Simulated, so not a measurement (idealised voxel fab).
The following process module bears the name voxel wiring stack.
We display cut, a cross-section 265 nm in width whose square cells are each 5 nm.
Throughout this document, each cross-section is represented as a grid of square cells and is presented as a sequence of bands enumerated from the top downward, where a band comprises one or more rows of cells. It is stipulated that each band's entry specify, in nanometres, the height of the top of the band and then that of its bottom, followed by the materials of the band in left-to-right sequence, each together with its width in nanometres. A single material marked by the word "edge to edge" is understood to fill the band from edge to edge; the word "blank" is understood to denote empty space. Heights are expressed relative to 0, this being the level below which the as-received wafer comprises one material exclusively. The lowest band is unbounded in the downward direction and is denoted as in "0 -> down". Width "30..40": first value at the band's top row of cells, second value at its bottom row, equal change from row to row. What does "nothing was modified" mean for a step? It means no cell of the cross-section changed in that step. "Closed void entries" contains a list of empty spaces, each no smaller than 8 cells and without an open way to the top, written in the form width x height at distance with the distance from the left edge and all three in nm. Step line, after settings: the simulator's comment on this step. overlay nm: on a step with a mask, how far right of its planned place the mask lay; negative means left.

[Process steps - plan]
| 1 | RECEIVE [material Si] |
| 2 | CONFORMAL_DEP [material SiO2] [thk nm 10] |
| 3 | CONFORMAL_DEP [material SiCN] [thk nm 5] |
| 4 | DIRECTIONAL_DEP [material SiO2] [thk nm 20] |
| 5 | DIRECTIONAL_DEP [material aC] [thk nm 15] |
| 6 | PATTERN [tone open] [mask id METAL_1] [material resist] [width nm 30] [pitch nm 60] [thk nm 35] [overlay nm 0] |
| 7 | DIRECTIONAL_ETCH [etch materials aC] [depth nm 15] |
| 8 | STRIP [etch materials resist] |
| 9 | DIRECTIONAL_ETCH [etch materials SiO2] [depth nm 20] |
| 10 | DIRECTIONAL_ETCH [etch materials SiCN] [depth nm 5] |
| 11 | STRIP [etch materials aC] |
| 12 | CONFORMAL_DEP [material TiN] [thk nm 5] |
| 13 | FILL_DEP [material W] [thk nm 5] |
| 14 | CMP [height nm 35] |
| 15 | EPI [material Ru] [thk nm 5] |
| 16 | FILL_DEP [material SiCN] [thk nm 5] |
| 17 | DIRECTIONAL_DEP [material SiO2] [thk nm 10] |
| 18 | PATTERN [tone open] [mask id PLUG_1] [material resist] [width nm 15] [pitch nm 60] [thk nm 15] [overlay nm 0] |
| 19 | DIRECTIONAL_ETCH [etch materials SiO2] [depth nm 10] |
| 20 | DIRECTIONAL_ETCH [etch materials SiCN] [depth nm 5] |
| 21 | STRIP [etch materials resist] |
| 22 | EPI [material Ru] [thk nm 10] |
| 23 | EPI [material Ru] [thk nm 5] |
| 24 | DIRECTIONAL_DEP [material TiN] [thk nm 5] |
| 25 | DIRECTIONAL_DEP [material W] [thk nm 15] |
| 26 | DIRECTIONAL_DEP [material aC] [thk nm 15] |
| 27 | PATTERN [tone cover] [mask id METAL_2] [material resist] [width nm 30] [pitch nm 60] [thk nm 30] [overlay nm 0] |
| 28 | DIRECTIONAL_ETCH [etch materials aC] [depth nm 15] |
| 29 | STRIP [etch materials resist] |
| 30 | DIRECTIONAL_ETCH [etch materials W] [depth nm 15] |
| 31 | DIRECTIONAL_ETCH [etch materials TiN] [depth nm 5] |
| 32 | STRIP [etch materials aC] |
| 33 | CONFORMAL_DEP [material SiN] [thk nm 5] |
| 34 | FILL_DEP [material lowk] [thk nm 5] |
| 35 | CMP [height nm 75] |
| 36 | CONFORMAL_DEP [material SiCN] [thk nm 5] |
For this document, wafers share an identical start and vary in the step 18 width nm; the plan quotes the first wafer's value.

[Cross-section of the first incoming wafer of several, state after step 1]
* 0 -> down | Si edge to edge
* Closed void entries: none

[Per-wafer rows below. For each material: cells gained (+) or lost (-) since the wafer was received, as of end of module. Then: closed voids]
width nm 15 | +51 Ru | +161 SiCN | +53 SiN | +334 SiO2 | +60 TiN | +102 W | +87 lowk | Closed void entries: none
width nm 20 | +60 Ru | +158 SiCN | +53 SiN | +328 SiO2 | +60 TiN | +102 W | +87 lowk | Closed void entries: none
width nm 25 | +69 Ru | +155 SiCN | +53 SiN | +322 SiO2 | +60 TiN | +102 W | +87 lowk | Closed void entries: none
width nm 30 | +78 Ru | +152 SiCN | +53 SiN | +316 SiO2 | +60 TiN | +102 W | +87 lowk | Closed void entries: none
